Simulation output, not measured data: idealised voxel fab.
Process module heading - voxel transistor to metal
cross-section cut | 260 nm wide | cells 5 nm
Think of the cross-section as a grid of square cells. We describe it in bands, top to bottom, and each band covers one or more rows of those cells. Read a band's entry like this: the first values are the height of its top and the height of its bottom in nm, and what follows is the sequence of materials from left to right, each with its width in nm. Note that "blank" is empty space, and that a single material marked "all across" reaches across the band from edge to edge. Height 0 is the level under which the wafer as received is all one material. The lowest band goes on downwards, as in "z 0 and below". Width spec "30 to 40" -> top row of cells at first value, bottom row at second value, equal per-row change in between. "everything unchanged" for a step: no cell of the cross-section changed in that step. Empty spaces without an open route to the top, at least 8 cells in extent, make up the entry "Closed void register"; each is given as width x height at distance, where the distance is measured from the left edge, and all are in nm. Step line, after settings: the simulator's comment on this step. "overlay nm" on a masked step: distance the mask lay right of its planned place, negative for left.

**Listed below are the process steps as planned**
- 1: RECEIVE (material Si)
- 2: OXIDIZE (depth nm 5)
- 3: CONFORMAL_DEP (material SiN; thk nm 15)
- 4: PATTERN (tone cover; mask id ACTIVE; material resist; width nm 95; pitch nm 125; thk nm 15; overlay nm 0)
- 5: DIRECTIONAL_ETCH (etch materials SiN; depth nm 15)
- 6: DIRECTIONAL_ETCH (etch materials SiO2; depth nm 5)
- 7: DIRECTIONAL_ETCH (etch materials Si; depth nm 30)
- 8: STRIP (etch materials resist)
- 9: OXIDIZE (depth nm 5)
- 10: FILL_DEP (material SiO2; thk nm 10)
- 11: CMP (height nm 15)
- 12: SELECTIVE_ETCH (etch materials SiO2; depth nm 10)
- 13: STRIP (etch materials SiN)
- 14: SELECTIVE_ETCH (etch materials SiO2; depth nm 5)
- 15: OXIDIZE (depth nm 5)
- 16: DIRECTIONAL_DEP (material polySi; thk nm 25)
- 17: DIRECTIONAL_DEP (material SiCN; thk nm 15)
- 18: MASKED_ETCH (tone cover; mask id GATE; width nm 25; pitch nm 125; etch materials SiCN; depth nm 25; overlay nm 0)
- 19: MASKED_ETCH (tone cover; mask id GATE; width nm 25; pitch nm 125; etch materials polySi; depth nm 35; overlay nm 0)
- 20: CONFORMAL_DEP (material SiN; thk nm 5)
- 21: DIRECTIONAL_ETCH (etch materials SiN; depth nm 5)
- 22: DIRECTIONAL_ETCH (etch materials SiO2; depth nm 5)
- 23: DIRECTIONAL_ETCH (etch materials Si; depth nm 15)
- 24: EPI (material SiGe; thk nm 15)
- 25: FILL_DEP (material SiO2; thk nm 5)
- 26: CMP (height nm 35)
- 27: DIRECTIONAL_DEP (material SiO2; thk nm 15)
- 28: MASKED_ETCH (tone open; mask id CONTACT; width nm 25; etch materials SiO2; depth nm 60; overlay nm 0)
- 29: CONFORMAL_DEP (material TiN; thk nm 5)
- 30: FILL_DEP (material W; thk nm 5)
- 31: CMP (height nm 50)
- 32: CONFORMAL_DEP (material SiN; thk nm 5)
- 33: DIRECTIONAL_DEP (material SiO2; thk nm 15)
- 34: DIRECTIONAL_DEP (material aC; thk nm 15)
- 35: PATTERN (tone open; mask id METAL_1; material resist; width nm 15; thk nm 30; overlay nm 0)
- 36: DIRECTIONAL_ETCH (etch materials aC; depth nm 15)
- 37: STRIP (etch materials resist)
- 38: DIRECTIONAL_ETCH (etch materials SiO2; depth nm 15)
- 39: DIRECTIONAL_ETCH (etch materials SiN; depth nm 5)
- 40: STRIP (etch materials aC)
- 41: CONFORMAL_DEP (material TiN; thk nm 5)
- 42: FILL_DEP (material Cu; thk nm 10)
- 43: CMP (height nm 70)
- 44: CONFORMAL_DEP (material SiN; thk nm 5)

**Cross-section of the wafer as it came to us, i.e., already through step 1**
> z 0 and below  Si all across
> Closed void register: none

**first wafer at the end, as planned**
> z 75 to 70  SiN all across
> z 70 to 55  SiO2=25  TiN=5  Cu=5  TiN=5  SiO2=55  TiN=5  Cu=5  TiN=5  SiO2=40  TiN=5  Cu=5  TiN=5  SiO2=55  TiN=5  Cu=5  TiN=5  SiO2=25
> z 55 to 50  SiN=25  TiN=15  SiN=55  TiN=15  SiN=40  TiN=15  SiN=55  TiN=15  SiN=25
> z 50 to 35  SiO2=25  TiN=5  W=15  TiN=5  SiO2=35  TiN=5  W=15  TiN=5  SiO2=40  TiN=5  W=15  TiN=5  SiO2=35  TiN=5  W=15  TiN=5  SiO2=25
> z 35 to 20  SiO2=25  TiN=5  W=15  TiN=5  SiN=5  SiCN=25  SiN=5  TiN=5  W=15  TiN=5  SiO2=40  TiN=5  W=15  TiN=5  SiN=5  SiCN=25  SiN=5  TiN=5  W=15  TiN=5  SiO2=25
> z 20 to 10  SiO2=25  TiN=5  W=15  TiN=5  SiN=5  polySi=25  SiN=5  TiN=5  W=15  TiN=5  SiO2=40  TiN=5  W=15  TiN=5  SiN=5  polySi=25  SiN=5  TiN=5  W=15  TiN=5  SiO2=25
> z 10 to 5  SiO2=25  TiN=25  SiN=5  polySi=25  SiN=5  TiN=25  SiO2=40  TiN=25  SiN=5  polySi=25  SiN=5  TiN=25  SiO2=25
> z 5 to 0  SiO2=25  TiN=10  SiGe=15  SiN=5  polySi=25  SiN=5  SiGe=15  TiN=10  SiO2=40  TiN=10  SiGe=15  SiN=5  polySi=25  SiN=5  SiGe=15  TiN=10  SiO2=25
> z 0 to -5  SiO2=15  SiN=5  SiO2=5  TiN=10  SiGe=15  SiN=5  polySi=25  SiN=5  SiGe=15  TiN=10  SiO2=5  SiN=5  SiO2=20  SiN=5  SiO2=5  TiN=10  SiGe=15  SiN=5  polySi=25  SiN=5  SiGe=15  TiN=10  SiO2=5  SiN=5  SiO2=15
> z -5 to -10  SiO2=25  TiN=10  SiGe=15  SiO2=35  SiGe=15  TiN=10  SiO2=40  TiN=10  SiGe=15  SiO2=35  SiGe=15  TiN=10  SiO2=25
> z -10 to -25  SiO2=25  SiGe=25  Si=35  SiGe=25  SiO2=40  SiGe=25  Si=35  SiGe=25  SiO2=25
> z -25 to -40  SiO2=25  Si=85  SiO2=40  Si=85  SiO2=25
> z -40 and below  Si all across
> Closed void register: none

**Module end: cross-section of wafer two of two. Same start and process plan as the first wafer. One mistake during execution**
> z 75 to 70  SiN all across
> z 70 to 55  SiO2=35  TiN=5  Cu=5  TiN=5  SiO2=55  TiN=5  Cu=5  TiN=5  SiO2=40  TiN=5  Cu=5  TiN=5  SiO2=55  TiN=5  Cu=5  TiN=5  SiO2=15
> z 55 to 50  SiN=35  TiN=15  SiN=55  TiN=15  SiN=40  TiN=15  SiN=55  TiN=15  SiN=15
> z 50 to 35  SiO2=25  TiN=5  W=15  TiN=5  SiO2=35  TiN=5  W=15  TiN=5  SiO2=40  TiN=5  W=15  TiN=5  SiO2=35  TiN=5  W=15  TiN=5  SiO2=25
> z 35 to 20  SiO2=25  TiN=5  W=15  TiN=5  SiN=5  SiCN=25  SiN=5  TiN=5  W=15  TiN=5  SiO2=40  TiN=5  W=15  TiN=5  SiN=5  SiCN=25  SiN=5  TiN=5  W=15  TiN=5  SiO2=25
> z 20 to 10  SiO2=25  TiN=5  W=15  TiN=5  SiN=5  polySi=25  SiN=5  TiN=5  W=15  TiN=5  SiO2=40  TiN=5  W=15  TiN=5  SiN=5  polySi=25  SiN=5  TiN=5  W=15  TiN=5  SiO2=25
> z 10 to 5  SiO2=25  TiN=25  SiN=5  polySi=25  SiN=5  TiN=25  SiO2=40  TiN=25  SiN=5  polySi=25  SiN=5  TiN=25  SiO2=25
> z 5 to 0  SiO2=25  TiN=10  SiGe=15  SiN=5  polySi=25  SiN=5  SiGe=15  TiN=10  SiO2=40  TiN=10  SiGe=15  SiN=5  polySi=25  SiN=5  SiGe=15  TiN=10  SiO2=25
> z 0 to -5  SiO2=15  SiN=5  SiO2=5  TiN=10  SiGe=15  SiN=5  polySi=25  SiN=5  SiGe=15  TiN=10  SiO2=5  SiN=5  SiO2=20  SiN=5  SiO2=5  TiN=10  SiGe=15  SiN=5  polySi=25  SiN=5  SiGe=15  TiN=10  SiO2=5  SiN=5  SiO2=15
> z -5 to -10  SiO2=25  TiN=10  SiGe=15  SiO2=35  SiGe=15  TiN=10  SiO2=40  TiN=10  SiGe=15  SiO2=35  SiGe=15  TiN=10  SiO2=25
> z -10 to -25  SiO2=25  SiGe=25  Si=35  SiGe=25  SiO2=40  SiGe=25  Si=35  SiGe=25  SiO2=25
> z -25 to -40  SiO2=25  Si=85  SiO2=40  Si=85  SiO2=25
> z -40 and below  Si all across
> Closed void register: none
What was done differently from what was planned? not per plan at step 35, really ran PATTERN (tone open; mask id METAL_1; material resist; width nm 15; thk nm 30; overlay nm 10)
When the process is done, the second wafer contains the same cell count of every material as the first wafer, but distributed over other locations.
